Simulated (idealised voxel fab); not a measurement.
Module name: voxel released beams (process module)
Shown is cross-section cut, with a width of 195 nm and square cells of size 5 nm.
In this document a cross-section is written as a grid of square cells. It is given as a series of bands, listed from the top down, and a band is one or more rows of cells. It is stipulated that each band's entry specify, in nanometres, the height of the top of the band and then that of its bottom, followed by the materials of the band in left-to-right sequence, each together with its width in nanometres. A single material marked by the word "edge to edge" is understood to fill the band from edge to edge; the word "empty" is understood to denote empty space. For the purposes of this specification, 0 denotes the height below which the wafer in its as-received condition is composed wholly of one material, and the lowermost band, lacking a lower limit, extends downward without end, as expressed in "0 and below". The two numbers in a width such as "30..40" mark its ends across the band: the first belongs to the top row of cells, the second to the bottom row, and from each row to the next the width moves by the same amount. Where the words "nothing got changed" appear for a step, the cross-section shows no cell changed by that step; every cell remained as before. "Sealed cavities" means: voids of 8 cells or more that are shut off from the top with no open way through. Written width x height at distance, distance from the left edge, in nm. Heads up: the bit after the settings on a step's line is the simulator's remark on that step. "overlay nm" denotes, for a step that has a mask, the displacement of the mask to the right of its planned place, with negative values corresponding to the left.
### So here's the lineup of process steps we planned
1. RECEIVE [material Si]
2. CONFORMAL_DEP [material SiN] [thk nm 5]
3. DIRECTIONAL_DEP [material SiO2] [thk nm 15]
4. DIRECTIONAL_DEP [material aC] [thk nm 10]
5. PATTERN [tone open] [mask id ANCHOR] [material resist] [width nm 25] [thk nm 30] [overlay nm 0]
6. DIRECTIONAL_ETCH [etch materials aC] [depth nm 10]
7. STRIP [etch materials resist]
8. DIRECTIONAL_ETCH [etch materials SiO2] [depth nm 15]
9. STRIP [etch materials aC]
10. CONFORMAL_DEP [material polySi] [thk nm 15]
11. MASKED_ETCH [tone cover] [mask id BEAM] [width nm 120] [etch materials polySi] [depth nm 15] [overlay nm 0]
12. STRIP [etch materials SiO2]
For clarity, it should be stated that the wafers under discussion commence in an identical condition and differ with respect to the width nm of step 5, the plan indicating the value that the first wafer had.
### Received wafers, first of several: cross-section after step 1
    0 and below  Si edge to edge
    Sealed cavities: none
### each wafer at the end: cells of each material gained (+) or lost (-) since it was received, then its closed voids
width nm 25, +39 SiN, +87 polySi, Sealed cavities: none
width nm 30, +39 SiN, +90 polySi, Sealed cavities: none
width nm 35, +39 SiN, +90 polySi, Sealed cavities: none
width nm 40, +39 SiN, +90 polySi, Sealed cavities: none
width nm 45, +39 SiN, +90 polySi, Sealed cavities: none
width nm 50, +39 SiN, +90 polySi, Sealed cavities: none
